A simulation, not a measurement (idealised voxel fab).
process module | voxel self aligned vias
cross-section cut | 285 nm wide | cells 5 nm
A cross-section is a grid of square cells, given in bands from the top down. A band is one or more rows of cells.
Each band's line starts with the height of the band's top and of its bottom, in nm. Then come its materials from left to right, each with its width in nm. One material with "throughout" fills the band from edge to edge. "air" is empty space.
Height 0 is the level under which the wafer as received is all one material. The lowest band goes on downwards, as in "0 down".
A width such as "30 to 40" changes by the same amount from each row of cells to the next, from the band's top row to its bottom row.
"no change" after a step means that no cell of the cross-section changed.
closed voids: empty space of 8 cells or more with no open way to the top, each as width x height at its distance from the left edge, in nm
after a step's settings: what the simulator itself notes on the step
overlay nm, on a step with a mask: how far to the right of its planned place the mask lay; to the left if negative
Each pair below shows a cross-section before one step and the cross-section after it, down to the lowest band that changed. The line under each pair gives the step between them, with its settings. The pairs can come from different runs of this module on the same starting wafer, so a pair continues from the pair above only where its "before" says so.
before
  0 down: Si throughout
  closed voids: none
after
  15 to 0: SiO2 throughout
  below 0: unchanged
  closed voids: none
the step between: op CONFORMAL_DEP | material SiO2 | thk nm 15
before: the cross-section after the pair above
after
  20 to 15: SiCN throughout
  below 15: unchanged
  closed voids: none
the step between: op CONFORMAL_DEP | material SiCN | thk nm 5
before: the cross-section after the pair above
after
  40 to 20: SiO2 throughout
  below 20: unchanged
  closed voids: none
the step between: op DIRECTIONAL_DEP | material SiO2 | thk nm 20
before: the cross-section after the pair above
after
  55 to 40: aC throughout
  below 40: unchanged
  closed voids: none
the step between: op DIRECTIONAL_DEP | material aC | thk nm 15
before: the cross-section after the pair above
after
  85 to 55: resist 105 | air 20 | resist 35 | air 20 | resist 105
  below 55: unchanged
  closed voids: none
the step between: op PATTERN | tone open | mask id LINES | material resist | width nm 20 | pitch nm 55 | thk nm 30 | overlay nm 0
before: the cross-section after the pair above
after
  70 to 55: resist 105 | air 20 | resist 35 | air 20 | resist 105
  55 to 40: aC 105 | air 20 | aC 35 | air 20 | aC 105
  below 40: unchanged
  closed voids: none
the step between: op DIRECTIONAL_ETCH | etch materials aC | depth nm 15
before: the cross-section after the pair above
after
  55 to 40: aC 105 | air 20 | aC 35 | air 20 | aC 105
  below 40: unchanged
  closed voids: none
the step between: op STRIP | etch materials resist
before: the cross-section after the pair above
after
  55 to 40: aC 105 | air 20 | aC 35 | air 20 | aC 105
  40 to 20: SiO2 105 | air 20 | SiO2 35 | air 20 | SiO2 105
  below 20: unchanged
  closed voids: none
the step between: op DIRECTIONAL_ETCH | etch materials SiO2 | depth nm 20
before: the cross-section after the pair above
after
  40 to 20: SiO2 105 | air 20 | SiO2 35 | air 20 | SiO2 105
  below 20: unchanged
  closed voids: none
the step between: op STRIP | etch materials aC
before: the cross-section after the pair above
after
  45 to 40: TiN 110 | air 10 | TiN 45 | air 10 | TiN 110
  40 to 25: SiO2 105 | TiN 5 | air 10 | TiN 5 | SiO2 35 | TiN 5 | air 10 | TiN 5 | SiO2 105
  25 to 20: SiO2 105 | TiN 20 | SiO2 35 | TiN 20 | SiO2 105
  below 20: unchanged
  closed voids: none
the step between: op CONFORMAL_DEP | material TiN | thk nm 5
before: the cross-section after the pair above
after
  50 to 45: Ru throughout
  45 to 40: TiN 110 | Ru 10 | TiN 45 | Ru 10 | TiN 110
  40 to 25: SiO2 105 | TiN 5 | Ru 10 | TiN 5 | SiO2 35 | TiN 5 | Ru 10 | TiN 5 | SiO2 105
  below 25: unchanged
  closed voids: none
the step between: op FILL_DEP | material Ru | thk nm 5
before: the cross-section after the pair above
after
  40 to 25: SiO2 105 | TiN 5 | Ru 10 | TiN 5 | SiO2 35 | TiN 5 | Ru 10 | TiN 5 | SiO2 105
  below 25: unchanged
  closed voids: none
the step between: op CMP | height nm 40
before: the cross-section after the pair above
after
  40 to 30: SiO2 105 | air 20 | SiO2 35 | air 20 | SiO2 105
  below 30: unchanged
  closed voids: none
the step between: op SELECTIVE_ETCH | etch materials W Ru TiN | depth nm 10
before: the cross-section after the pair above
after
  50 to 40: SiN throughout
  40 to 30: SiO2 105 | SiN 20 | SiO2 35 | SiN 20 | SiO2 105
  below 30: unchanged
  closed voids: none
the step between: op FILL_DEP | material SiN | thk nm 10
before: the cross-section after the pair above
after
  40 to 30: SiO2 105 | SiN 20 | SiO2 35 | SiN 20 | SiO2 105
  below 30: unchanged
  closed voids: none
the step between: op CMP | height nm 40
before: the cross-section after the pair above
after
  60 to 40: SiO2 throughout
  below 40: unchanged
  closed voids: none
the step between: op DIRECTIONAL_DEP | material SiO2 | thk nm 20
before: the cross-section after the pair above
after
  75 to 60: resist 100 | air 30 | resist 155
  below 60: unchanged
  closed voids: none
the step between: op PATTERN | tone open | mask id VIAS | material resist | width nm 30 | thk nm 15 | overlay nm 0
before: the cross-section after the pair above
after
  75 to 60: resist 100 | air 30 | resist 155
  60 to 40: SiO2 100 | air 30 | SiO2 155
  below 40: unchanged
  closed voids: none
the step between: op DIRECTIONAL_ETCH | etch materials SiO2 | depth nm 20
before: the cross-section after the pair above
after
  75 to 60: resist 100 | air 30 | resist 155
  60 to 40: SiO2 100 | air 30 | SiO2 155
  40 to 30: SiO2 105 | air 20 | SiO2 35 | SiN 20 | SiO2 105
  below 30: unchanged
  closed voids: none
the step between: op DIRECTIONAL_ETCH | etch materials SiN | depth nm 10
before: the cross-section after the pair above
after
  60 to 40: SiO2 100 | air 30 | SiO2 155
  below 40: unchanged
  closed voids: none
the step between: op STRIP | etch materials resist
before: the cross-section after the pair above
after
  65 to 60: TiN 105 | air 20 | TiN 160
  60 to 45: SiO2 100 | TiN 5 | air 20 | TiN 5 | SiO2 155
  45 to 40: SiO2 100 | TiN 10 | air 10 | TiN 10 | SiO2 155
  40 to 35: SiO2 105 | TiN 5 | air 10 | TiN 5 | SiO2 35 | SiN 20 | SiO2 105
  35 to 30: SiO2 105 | TiN 20 | SiO2 35 | SiN 20 | SiO2 105
  below 30: unchanged
  closed voids: none
the step between: op CONFORMAL_DEP | material TiN | thk nm 5
before: the cross-section after the pair above
after
  70 to 65: Cu throughout
  65 to 60: TiN 105 | Cu 20 | TiN 160
  60 to 45: SiO2 100 | TiN 5 | Cu 20 | TiN 5 | SiO2 155
  45 to 40: SiO2 100 | TiN 10 | Cu 10 | TiN 10 | SiO2 155
  40 to 35: SiO2 105 | TiN 5 | Cu 10 | TiN 5 | SiO2 35 | SiN 20 | SiO2 105
  below 35: unchanged
  closed voids: none
the step between: op FILL_DEP | material Cu | thk nm 5
before: the cross-section after the pair above
after
  60 to 45: SiO2 100 | TiN 5 | Cu 20 | TiN 5 | SiO2 155
  below 45: unchanged
  closed voids: none
the step between: op CMP | height nm 60
before: the cross-section after the pair above
after
  65 to 60: SiCN throughout
  below 60: unchanged
  closed voids: none
the step between: op CONFORMAL_DEP | material SiCN | thk nm 5
before
  15 to 0: SiO2 throughout
  0 down: Si throughout
  closed voids: none
after
  35 to 0: SiO2 throughout
  below 0: unchanged
  closed voids: none
the step between: op DIRECTIONAL_DEP | material SiO2 | thk nm 20
before: the cross-section after the pair above
after
  50 to 35: aC throughout
  below 35: unchanged
  closed voids: none
the step between: op DIRECTIONAL_DEP | material aC | thk nm 15
before: the cross-section after the pair above
after
  80 to 50: resist 105 | air 20 | resist 35 | air 20 | resist 105
  below 50: unchanged
  closed voids: none
the step between: op PATTERN | tone open | mask id LINES | material resist | width nm 20 | pitch nm 55 | thk nm 30 | overlay nm 0
before: the cross-section after the pair above
after
  65 to 50: resist 105 | air 20 | resist 35 | air 20 | resist 105
  50 to 35: aC 105 | air 20 | aC 35 | air 20 | aC 105
  below 35: unchanged
  closed voids: none
the step between: op DIRECTIONAL_ETCH | etch materials aC | depth nm 15
before: the cross-section after the pair above
after
  50 to 35: aC 105 | air 20 | aC 35 | air 20 | aC 105
  below 35: unchanged
  closed voids: none
the step between: op STRIP | etch materials resist
before: the cross-section after the pair above
after
  50 to 35: aC 105 | air 20 | aC 35 | air 20 | aC 105
  35 to 15: SiO2 105 | air 20 | SiO2 35 | air 20 | SiO2 105
  below 15: unchanged
  closed voids: none
the step between: op DIRECTIONAL_ETCH | etch materials SiO2 | depth nm 20
before: the cross-section after the pair above
after
  35 to 15: SiO2 105 | air 20 | SiO2 35 | air 20 | SiO2 105
  below 15: unchanged
  closed voids: none
the step between: op STRIP | etch materials aC
before: the cross-section after the pair above
after
  40 to 35: TiN 110 | air 10 | TiN 45 | air 10 | TiN 110
  35 to 20: SiO2 105 | TiN 5 | air 10 | TiN 5 | SiO2 35 | TiN 5 | air 10 | TiN 5 | SiO2 105
  20 to 15: SiO2 105 | TiN 20 | SiO2 35 | TiN 20 | SiO2 105
  below 15: unchanged
  closed voids: none
the step between: op CONFORMAL_DEP | material TiN | thk nm 5
before: the cross-section after the pair above
after
  45 to 40: Ru throughout
  40 to 35: TiN 110 | Ru 10 | TiN 45 | Ru 10 | TiN 110
  35 to 20: SiO2 105 | TiN 5 | Ru 10 | TiN 5 | SiO2 35 | TiN 5 | Ru 10 | TiN 5 | SiO2 105
  below 20: unchanged
  closed voids: none
the step between: op FILL_DEP | material Ru | thk nm 5
before: the cross-section after the pair above
after
  40 to 35: TiN 110 | Ru 10 | TiN 45 | Ru 10 | TiN 110
  below 35: unchanged
  closed voids: none
the step between: op CMP | height nm 40
before: the cross-section after the pair above
after
  35 to 30: SiO2 105 | air 20 | SiO2 35 | air 20 | SiO2 105
  below 30: unchanged
  closed voids: none
the step between: op SELECTIVE_ETCH | etch materials W Ru TiN | depth nm 10
before: the cross-section after the pair above
after
  45 to 35: SiN throughout
  35 to 30: SiO2 105 | SiN 20 | SiO2 35 | SiN 20 | SiO2 105
  below 30: unchanged
  closed voids: none
the step between: op FILL_DEP | material SiN | thk nm 10
before: the cross-section after the pair above
after
  40 to 35: SiN throughout
  below 35: unchanged
  closed voids: none
the step between: op CMP | height nm 40
before: the cross-section after the pair above
after
  60 to 40: SiO2 throughout
  below 40: unchanged
  closed voids: none
the step between: op DIRECTIONAL_DEP | material SiO2 | thk nm 20
before: the cross-section after the pair above
after
  75 to 60: resist 100 | air 30 | resist 155
  below 60: unchanged
  closed voids: none
the step between: op PATTERN | tone open | mask id VIAS | material resist | width nm 30 | thk nm 15 | overlay nm 0
before: the cross-section after the pair above
after
  75 to 60: resist 100 | air 30 | resist 155
  60 to 40: SiO2 100 | air 30 | SiO2 155
  below 40: unchanged
  closed voids: none
the step between: op DIRECTIONAL_ETCH | etch materials SiO2 | depth nm 20
before: the cross-section after the pair above
after
  75 to 60: resist 100 | air 30 | resist 155
  60 to 40: SiO2 100 | air 30 | SiO2 155
  40 to 35: SiN 100 | air 30 | SiN 155
  35 to 30: SiO2 105 | air 20 | SiO2 35 | SiN 20 | SiO2 105
  below 30: unchanged
  closed voids: none
the step between: op DIRECTIONAL_ETCH | etch materials SiN | depth nm 10
before: the cross-section after the pair above
after
  60 to 40: SiO2 100 | air 30 | SiO2 155
  below 40: unchanged
  closed voids: none
the step between: op STRIP | etch materials resist
before: the cross-section after the pair above
after
  65 to 60: TiN 105 | air 20 | TiN 160
  60 to 40: SiO2 100 | TiN 5 | air 20 | TiN 5 | SiO2 155
  40 to 35: SiN 100 | TiN 10 | air 10 | TiN 10 | SiN 155
  35 to 30: SiO2 105 | TiN 20 | SiO2 35 | SiN 20 | SiO2 105
  below 30: unchanged
  closed voids: none
the step between: op CONFORMAL_DEP | material TiN | thk nm 5
before: the cross-section after the pair above
after
  70 to 65: Cu throughout
  65 to 60: TiN 105 | Cu 20 | TiN 160
  60 to 40: SiO2 100 | TiN 5 | Cu 20 | TiN 5 | SiO2 155
  40 to 35: SiN 100 | TiN 10 | Cu 10 | TiN 10 | SiN 155
  below 35: unchanged
  closed voids: none
the step between: op FILL_DEP | material Cu | thk nm 5
before: the cross-section after the pair above
after
  60 to 40: SiO2 100 | TiN 5 | Cu 20 | TiN 5 | SiO2 155
  below 40: unchanged
  closed voids: none
the step between: op CMP | height nm 60
before: the cross-section after the pair above
after
  65 to 60: SiCN throughout
  below 60: unchanged
  closed voids: none
the step between: op CONFORMAL_DEP | material SiCN | thk nm 5
before
  15 to 0: SiO2 throughout
  0 down: Si throughout
  closed voids: none
after
  30 to 0: SiO2 throughout
  below 0: unchanged
  closed voids: none
the step between: op CONFORMAL_DEP | material SiO2 | thk nm 15
before: the cross-section after the pair above
after
  35 to 30: SiCN throughout
  below 30: unchanged
  closed voids: none
the step between: op CONFORMAL_DEP | material SiCN | thk nm 5
before: the cross-section after the pair above
after
  55 to 35: SiO2 throughout
  below 35: unchanged
  closed voids: none
the step between: op DIRECTIONAL_DEP | material SiO2 | thk nm 20
before: the cross-section after the pair above
after
  70 to 55: aC throughout
  below 55: unchanged
  closed voids: none
the step between: op DIRECTIONAL_DEP | material aC | thk nm 15
before: the cross-section after the pair above
after
  100 to 70: resist 105 | air 20 | resist 35 | air 20 | resist 105
  below 70: unchanged
  closed voids: none
the step between: op PATTERN | tone open | mask id LINES | material resist | width nm 20 | pitch nm 55 | thk nm 30 | overlay nm 0
before: the cross-section after the pair above
after
  85 to 70: resist 105 | air 20 | resist 35 | air 20 | resist 105
  70 to 55: aC 105 | air 20 | aC 35 | air 20 | aC 105
  below 55: unchanged
  closed voids: none
the step between: op DIRECTIONAL_ETCH | etch materials aC | depth nm 15
before: the cross-section after the pair above
after
  70 to 55: aC 105 | air 20 | aC 35 | air 20 | aC 105
  below 55: unchanged
  closed voids: none
the step between: op STRIP | etch materials resist
before: the cross-section after the pair above
after
  70 to 55: aC 105 | air 20 | aC 35 | air 20 | aC 105
  55 to 35: SiO2 105 | air 20 | SiO2 35 | air 20 | SiO2 105
  below 35: unchanged
  closed voids: none
the step between: op DIRECTIONAL_ETCH | etch materials SiO2 | depth nm 20
before: the cross-section after the pair above
after
  55 to 35: SiO2 105 | air 20 | SiO2 35 | air 20 | SiO2 105
  below 35: unchanged
  closed voids: none
the step between: op STRIP | etch materials aC
before: the cross-section after the pair above
after
  60 to 55: TiN 110 | air 10 | TiN 45 | air 10 | TiN 110
  55 to 40: SiO2 105 | TiN 5 | air 10 | TiN 5 | SiO2 35 | TiN 5 | air 10 | TiN 5 | SiO2 105
  40 to 35: SiO2 105 | TiN 20 | SiO2 35 | TiN 20 | SiO2 105
  below 35: unchanged
  closed voids: none
the step between: op CONFORMAL_DEP | material TiN | thk nm 5
before: the cross-section after the pair above
after
  65 to 60: Ru throughout
  60 to 55: TiN 110 | Ru 10 | TiN 45 | Ru 10 | TiN 110
  55 to 40: SiO2 105 | TiN 5 | Ru 10 | TiN 5 | SiO2 35 | TiN 5 | Ru 10 | TiN 5 | SiO2 105
  below 40: unchanged
  closed voids: none
the step between: op FILL_DEP | material Ru | thk nm 5
before: the cross-section after the pair above
after
  40 to 35: SiO2 105 | TiN 20 | SiO2 35 | TiN 20 | SiO2 105
  below 35: unchanged
  closed voids: none
the step between: op CMP | height nm 40
before: the cross-section after the pair above
after
  40 to 35: SiO2 105 | air 20 | SiO2 35 | air 20 | SiO2 105
  below 35: unchanged
  closed voids: none
the step between: op SELECTIVE_ETCH | etch materials W Ru TiN | depth nm 10
before: the cross-section after the pair above
after
  50 to 40: SiN throughout
  40 to 35: SiO2 105 | SiN 20 | SiO2 35 | SiN 20 | SiO2 105
  below 35: unchanged
  closed voids: none
the step between: op FILL_DEP | material SiN | thk nm 10
before: the cross-section after the pair above
after
  40 to 35: SiO2 105 | SiN 20 | SiO2 35 | SiN 20 | SiO2 105
  below 35: unchanged
  closed voids: none
the step between: op CMP | height nm 40
before: the cross-section after the pair above
after
  60 to 40: SiO2 throughout
  below 40: unchanged
  closed voids: none
the step between: op DIRECTIONAL_DEP | material SiO2 | thk nm 20
before: the cross-section after the pair above
after
  75 to 60: resist 100 | air 30 | resist 155
  below 60: unchanged
  closed voids: none
the step between: op PATTERN | tone open | mask id VIAS | material resist | width nm 30 | thk nm 15 | overlay nm 0
before: the cross-section after the pair above
after
  75 to 60: resist 100 | air 30 | resist 155
  60 to 40: SiO2 100 | air 30 | SiO2 155
  below 40: unchanged
  closed voids: none
the step between: op DIRECTIONAL_ETCH | etch materials SiO2 | depth nm 20
before: the cross-section after the pair above
after
  75 to 60: resist 100 | air 30 | resist 155
  60 to 40: SiO2 100 | air 30 | SiO2 155
  40 to 35: SiO2 105 | air 20 | SiO2 35 | SiN 20 | SiO2 105
  below 35: unchanged
  closed voids: none
the step between: op DIRECTIONAL_ETCH | etch materials SiN | depth nm 10
before: the cross-section after the pair above
after
  60 to 40: SiO2 100 | air 30 | SiO2 155
  below 40: unchanged
  closed voids: none
the step between: op STRIP | etch materials resist
before: the cross-section after the pair above
after
  65 to 60: TiN 105 | air 20 | TiN 160
  60 to 45: SiO2 100 | TiN 5 | air 20 | TiN 5 | SiO2 155
  45 to 40: SiO2 100 | TiN 10 | air 10 | TiN 10 | SiO2 155
  40 to 35: SiO2 105 | TiN 20 | SiO2 35 | SiN 20 | SiO2 105
  below 35: unchanged
  closed voids: none
the step between: op CONFORMAL_DEP | material TiN | thk nm 5
before: the cross-section after the pair above
after
  70 to 65: Cu throughout
  65 to 60: TiN 105 | Cu 20 | TiN 160
  60 to 45: SiO2 100 | TiN 5 | Cu 20 | TiN 5 | SiO2 155
  45 to 40: SiO2 100 | TiN 10 | Cu 10 | TiN 10 | SiO2 155
  below 40: unchanged
  closed voids: none
the step between: op FILL_DEP | material Cu | thk nm 5
before: the cross-section after the pair above
after
  60 to 45: SiO2 100 | TiN 5 | Cu 20 | TiN 5 | SiO2 155
  below 45: unchanged
  closed voids: none
the step between: op CMP | height nm 60
before: the cross-section after the pair above
after
  65 to 60: SiCN throughout
  below 60: unchanged
  closed voids: none
the step between: op CONFORMAL_DEP | material SiCN | thk nm 5
before
  35 to 0: SiO2 throughout
  0 down: Si throughout
  closed voids: none
after
  40 to 35: SiCN throughout
  below 35: unchanged
  closed voids: none
the step between: op CONFORMAL_DEP | material SiCN | thk nm 5
before: the cross-section after the pair above
after
  55 to 40: aC throughout
  below 40: unchanged
  closed voids: none
the step between: op DIRECTIONAL_DEP | material aC | thk nm 15
before: the cross-section after the pair above
after
  85 to 55: resist 105 | air 20 | resist 35 | air 20 | resist 105
  below 55: unchanged
  closed voids: none
the step between: op PATTERN | tone open | mask id LINES | material resist | width nm 20 | pitch nm 55 | thk nm 30 | overlay nm 0
before: the cross-section after the pair above
after
  70 to 55: resist 105 | air 20 | resist 35 | air 20 | resist 105
  55 to 40: aC 105 | air 20 | aC 35 | air 20 | aC 105
  below 40: unchanged
  closed voids: none
the step between: op DIRECTIONAL_ETCH | etch materials aC | depth nm 15
before: the cross-section after the pair above
after
  55 to 40: aC 105 | air 20 | aC 35 | air 20 | aC 105
  below 40: unchanged
  closed voids: none
the step between: op STRIP | etch materials resist
before: the cross-section after the pair above
after
  40 to 35: SiCN throughout
  below 35: unchanged
  closed voids: none
the step between: op STRIP | etch materials aC
before: the cross-section after the pair above
after
  45 to 40: TiN throughout
  below 40: unchanged
  closed voids: none
the step between: op CONFORMAL_DEP | material TiN | thk nm 5
before: the cross-section after the pair above
after
  50 to 45: Ru throughout
  below 45: unchanged
  closed voids: none
the step between: op FILL_DEP | material Ru | thk nm 5
before: the cross-section after the pair above
after
  40 to 35: SiCN throughout
  below 35: unchanged
  closed voids: none
the step between: op CMP | height nm 40
before: the cross-section after the pair above
after
  50 to 40: SiN throughout
  below 40: unchanged
  closed voids: none
the step between: op FILL_DEP | material SiN | thk nm 10
before: the cross-section after the pair above
after
  40 to 35: SiCN throughout
  below 35: unchanged
  closed voids: none
the step between: op CMP | height nm 40
before: the cross-section after the pair above
after
  60 to 40: SiO2 throughout
  below 40: unchanged
  closed voids: none
the step between: op DIRECTIONAL_DEP | material SiO2 | thk nm 20
before: the cross-section after the pair above
after
  75 to 60: resist 100 | air 30 | resist 155
  below 60: unchanged
  closed voids: none
the step between: op PATTERN | tone open | mask id VIAS | material resist | width nm 30 | thk nm 15 | overlay nm 0
before: the cross-section after the pair above
after
  75 to 60: resist 100 | air 30 | resist 155
  60 to 40: SiO2 100 | air 30 | SiO2 155
  below 40: unchanged
  closed voids: none
the step between: op DIRECTIONAL_ETCH | etch materials SiO2 | depth nm 20
before: the cross-section after the pair above
after
  60 to 40: SiO2 100 | air 30 | SiO2 155
  below 40: unchanged
  closed voids: none
the step between: op STRIP | etch materials resist
before: the cross-section after the pair above
after
  65 to 60: TiN 105 | air 20 | TiN 160
  60 to 45: SiO2 100 | TiN 5 | air 20 | TiN 5 | SiO2 155
  45 to 40: SiO2 100 | TiN 30 | SiO2 155
  below 40: unchanged
  closed voids: none
the step between: op CONFORMAL_DEP | material TiN | thk nm 5
before: the cross-section after the pair above
after
  70 to 65: Cu throughout
  65 to 60: TiN 105 | Cu 20 | TiN 160
  60 to 45: SiO2 100 | TiN 5 | Cu 20 | TiN 5 | SiO2 155
  below 45: unchanged
  closed voids: none
the step between: op FILL_DEP | material Cu | thk nm 5
before: the cross-section after the pair above
after
  60 to 45: SiO2 100 | TiN 5 | Cu 20 | TiN 5 | SiO2 155
  below 45: unchanged
  closed voids: none
the step between: op CMP | height nm 60
before: the cross-section after the pair above
after
  65 to 60: SiCN throughout
  below 60: unchanged
  closed voids: none
the step between: op CONFORMAL_DEP | material SiCN | thk nm 5
before
  20 to 15: SiCN throughout
  15 to 0: SiO2 throughout
  0 down: Si throughout
  closed voids: none
after
  35 to 20: SiO2 throughout
  below 20: unchanged
  closed voids: none
the step between: op DIRECTIONAL_DEP | material SiO2 | thk nm 15
before: the cross-section after the pair above
after
  50 to 35: aC throughout
  below 35: unchanged
  closed voids: none
the step between: op DIRECTIONAL_DEP | material aC | thk nm 15
before: the cross-section after the pair above
after
  80 to 50: resist 105 | air 20 | resist 35 | air 20 | resist 105
  below 50: unchanged
  closed voids: none
the step between: op PATTERN | tone open | mask id LINES | material resist | width nm 20 | pitch nm 55 | thk nm 30 | overlay nm 0
before: the cross-section after the pair above
after
  65 to 50: resist 105 | air 20 | resist 35 | air 20 | resist 105
  50 to 35: aC 105 | air 20 | aC 35 | air 20 | aC 105
  below 35: unchanged
  closed voids: none
the step between: op DIRECTIONAL_ETCH | etch materials aC | depth nm 15
before: the cross-section after the pair above
after
  50 to 35: aC 105 | air 20 | aC 35 | air 20 | aC 105
  below 35: unchanged
  closed voids: none
the step between: op STRIP | etch materials resist
before: the cross-section after the pair above
after
  50 to 35: aC 105 | air 20 | aC 35 | air 20 | aC 105
  35 to 20: SiO2 105 | air 20 | SiO2 35 | air 20 | SiO2 105
  below 20: unchanged
  closed voids: none
the step between: op DIRECTIONAL_ETCH | etch materials SiO2 | depth nm 20
before: the cross-section after the pair above
after
  35 to 20: SiO2 105 | air 20 | SiO2 35 | air 20 | SiO2 105
  below 20: unchanged
  closed voids: none
the step between: op STRIP | etch materials aC
before: the cross-section after the pair above
after
  40 to 35: TiN 110 | air 10 | TiN 45 | air 10 | TiN 110
  35 to 25: SiO2 105 | TiN 5 | air 10 | TiN 5 | SiO2 35 | TiN 5 | air 10 | TiN 5 | SiO2 105
  25 to 20: SiO2 105 | TiN 20 | SiO2 35 | TiN 20 | SiO2 105
  below 20: unchanged
  closed voids: none
the step between: op CONFORMAL_DEP | material TiN | thk nm 5
before: the cross-section after the pair above
after
  45 to 40: Ru throughout
  40 to 35: TiN 110 | Ru 10 | TiN 45 | Ru 10 | TiN 110
  35 to 25: SiO2 105 | TiN 5 | Ru 10 | TiN 5 | SiO2 35 | TiN 5 | Ru 10 | TiN 5 | SiO2 105
  below 25: unchanged
  closed voids: none
the step between: op FILL_DEP | material Ru | thk nm 5
before: the cross-section after the pair above
after
  40 to 35: TiN 110 | Ru 10 | TiN 45 | Ru 10 | TiN 110
  below 35: unchanged
  closed voids: none
the step between: op CMP | height nm 40
before: the cross-section after the pair above
after
  35 to 30: SiO2 105 | air 20 | SiO2 35 | air 20 | SiO2 105
  below 30: unchanged
  closed voids: none
the step between: op SELECTIVE_ETCH | etch materials W Ru TiN | depth nm 10
before: the cross-section after the pair above
after
  45 to 35: SiN throughout
  35 to 30: SiO2 105 | SiN 20 | SiO2 35 | SiN 20 | SiO2 105
  below 30: unchanged
  closed voids: none
the step between: op FILL_DEP | material SiN | thk nm 10
before: the cross-section after the pair above
after
  40 to 35: SiN throughout
  below 35: unchanged
  closed voids: none
the step between: op CMP | height nm 40
before: the cross-section after the pair above
after
  60 to 40: SiO2 throughout
  below 40: unchanged
  closed voids: none
the step between: op DIRECTIONAL_DEP | material SiO2 | thk nm 20
before: the cross-section after the pair above
after
  75 to 60: resist 100 | air 30 | resist 155
  below 60: unchanged
  closed voids: none
the step between: op PATTERN | tone open | mask id VIAS | material resist | width nm 30 | thk nm 15 | overlay nm 0
before: the cross-section after the pair above
after
  75 to 60: resist 100 | air 30 | resist 155
  60 to 40: SiO2 100 | air 30 | SiO2 155
  below 40: unchanged
  closed voids: none
the step between: op DIRECTIONAL_ETCH | etch materials SiO2 | depth nm 20
before: the cross-section after the pair above
after
  75 to 60: resist 100 | air 30 | resist 155
  60 to 40: SiO2 100 | air 30 | SiO2 155
  40 to 35: SiN 100 | air 30 | SiN 155
  35 to 30: SiO2 105 | air 20 | SiO2 35 | SiN 20 | SiO2 105
  below 30: unchanged
  closed voids: none
the step between: op DIRECTIONAL_ETCH | etch materials SiN | depth nm 10
before: the cross-section after the pair above
after
  60 to 40: SiO2 100 | air 30 | SiO2 155
  below 40: unchanged
  closed voids: none
the step between: op STRIP | etch materials resist
before: the cross-section after the pair above
after
  65 to 60: TiN 105 | air 20 | TiN 160
  60 to 40: SiO2 100 | TiN 5 | air 20 | TiN 5 | SiO2 155
  40 to 35: SiN 100 | TiN 10 | air 10 | TiN 10 | SiN 155
  35 to 30: SiO2 105 | TiN 20 | SiO2 35 | SiN 20 | SiO2 105
  below 30: unchanged
  closed voids: none
the step between: op CONFORMAL_DEP | material TiN | thk nm 5
before: the cross-section after the pair above
after
  70 to 65: Cu throughout
  65 to 60: TiN 105 | Cu 20 | TiN 160
  60 to 40: SiO2 100 | TiN 5 | Cu 20 | TiN 5 | SiO2 155
  40 to 35: SiN 100 | TiN 10 | Cu 10 | TiN 10 | SiN 155
  below 35: unchanged
  closed voids: none
the step between: op FILL_DEP | material Cu | thk nm 5
before: the cross-section after the pair above
after
  60 to 40: SiO2 100 | TiN 5 | Cu 20 | TiN 5 | SiO2 155
  below 40: unchanged
  closed voids: none
the step between: op CMP | height nm 60
before: the cross-section after the pair above
after
  65 to 60: SiCN throughout
  below 60: unchanged
  closed voids: none
the step between: op CONFORMAL_DEP | material SiCN | thk nm 5
before
  60 to 40: SiO2 throughout
  40 to 30: SiO2 105 | SiN 20 | SiO2 35 | SiN 20 | SiO2 105
  30 to 25: SiO2 105 | TiN 5 | Ru 10 | TiN 5 | SiO2 35 | TiN 5 | Ru 10 | TiN 5 | SiO2 105
  25 to 20: SiO2 105 | TiN 20 | SiO2 35 | TiN 20 | SiO2 105
  20 to 15: SiCN throughout
  15 to 0: SiO2 throughout
  0 down: Si throughout
  closed voids: none
after
  75 to 60: resist 100 | air 35 | resist 150
  below 60: unchanged
  closed voids: none
the step between: op PATTERN | tone open | mask id VIAS | material resist | width nm 35 | thk nm 15 | overlay nm 0
before: the cross-section after the pair above
after
  75 to 60: resist 100 | air 35 | resist 150
  60 to 40: SiO2 100 | air 35 | SiO2 150
  below 40: unchanged
  closed voids: none
the step between: op DIRECTIONAL_ETCH | etch materials SiO2 | depth nm 20
before: the cross-section after the pair above
after
  75 to 60: resist 100 | air 35 | resist 150
  60 to 40: SiO2 100 | air 35 | SiO2 150
  40 to 30: SiO2 105 | air 20 | SiO2 35 | SiN 20 | SiO2 105
  below 30: unchanged
  closed voids: none
the step between: op DIRECTIONAL_ETCH | etch materials SiN | depth nm 10
before: the cross-section after the pair above
after
  60 to 40: SiO2 100 | air 35 | SiO2 150
  below 40: unchanged
  closed voids: none
the step between: op STRIP | etch materials resist
before: the cross-section after the pair above
after
  65 to 60: TiN 105 | air 25 | TiN 155
  60 to 45: SiO2 100 | TiN 5 | air 25 | TiN 5 | SiO2 150
  45 to 40: SiO2 100 | TiN 10 | air 10 | TiN 15 | SiO2 150
  40 to 35: SiO2 105 | TiN 5 | air 10 | TiN 5 | SiO2 35 | SiN 20 | SiO2 105
  35 to 30: SiO2 105 | TiN 20 | SiO2 35 | SiN 20 | SiO2 105
  below 30: unchanged
  closed voids: none
the step between: op CONFORMAL_DEP | material TiN | thk nm 5
before: the cross-section after the pair above
after
  70 to 65: Cu throughout
  65 to 60: TiN 105 | Cu 25 | TiN 155
  60 to 45: SiO2 100 | TiN 5 | Cu 25 | TiN 5 | SiO2 150
  45 to 40: SiO2 100 | TiN 10 | Cu 10 | TiN 15 | SiO2 150
  40 to 35: SiO2 105 | TiN 5 | Cu 10 | TiN 5 | SiO2 35 | SiN 20 | SiO2 105
  below 35: unchanged
  closed voids: none
the step between: op FILL_DEP | material Cu | thk nm 5
before: the cross-section after the pair above
after
  60 to 45: SiO2 100 | TiN 5 | Cu 25 | TiN 5 | SiO2 150
  below 45: unchanged
  closed voids: none
the step between: op CMP | height nm 60
before: the cross-section after the pair above
after
  65 to 60: SiCN throughout
  below 60: unchanged
  closed voids: none
the step between: op CONFORMAL_DEP | material SiCN | thk nm 5
before
  60 to 40: SiO2 throughout
  40 to 30: SiO2 105 | SiN 20 | SiO2 35 | SiN 20 | SiO2 105
  30 to 25: SiO2 105 | TiN 5 | Ru 10 | TiN 5 | SiO2 35 | TiN 5 | Ru 10 | TiN 5 | SiO2 105
  25 to 20: SiO2 105 | TiN 20 | SiO2 35 | TiN 20 | SiO2 105
  20 to 15: SiCN throughout
  15 to 0: SiO2 throughout
  0 down: Si throughout
  closed voids: none
after
  75 to 60: resist 105 | air 30 | resist 150
  below 60: unchanged
  closed voids: none
the step between: op PATTERN | tone open | mask id VIAS | material resist | width nm 30 | thk nm 15 | overlay nm 5
before: the cross-section after the pair above
after
  75 to 60: resist 105 | air 30 | resist 150
  60 to 40: SiO2 105 | air 30 | SiO2 150
  below 40: unchanged
  closed voids: none
the step between: op DIRECTIONAL_ETCH | etch materials SiO2 | depth nm 20
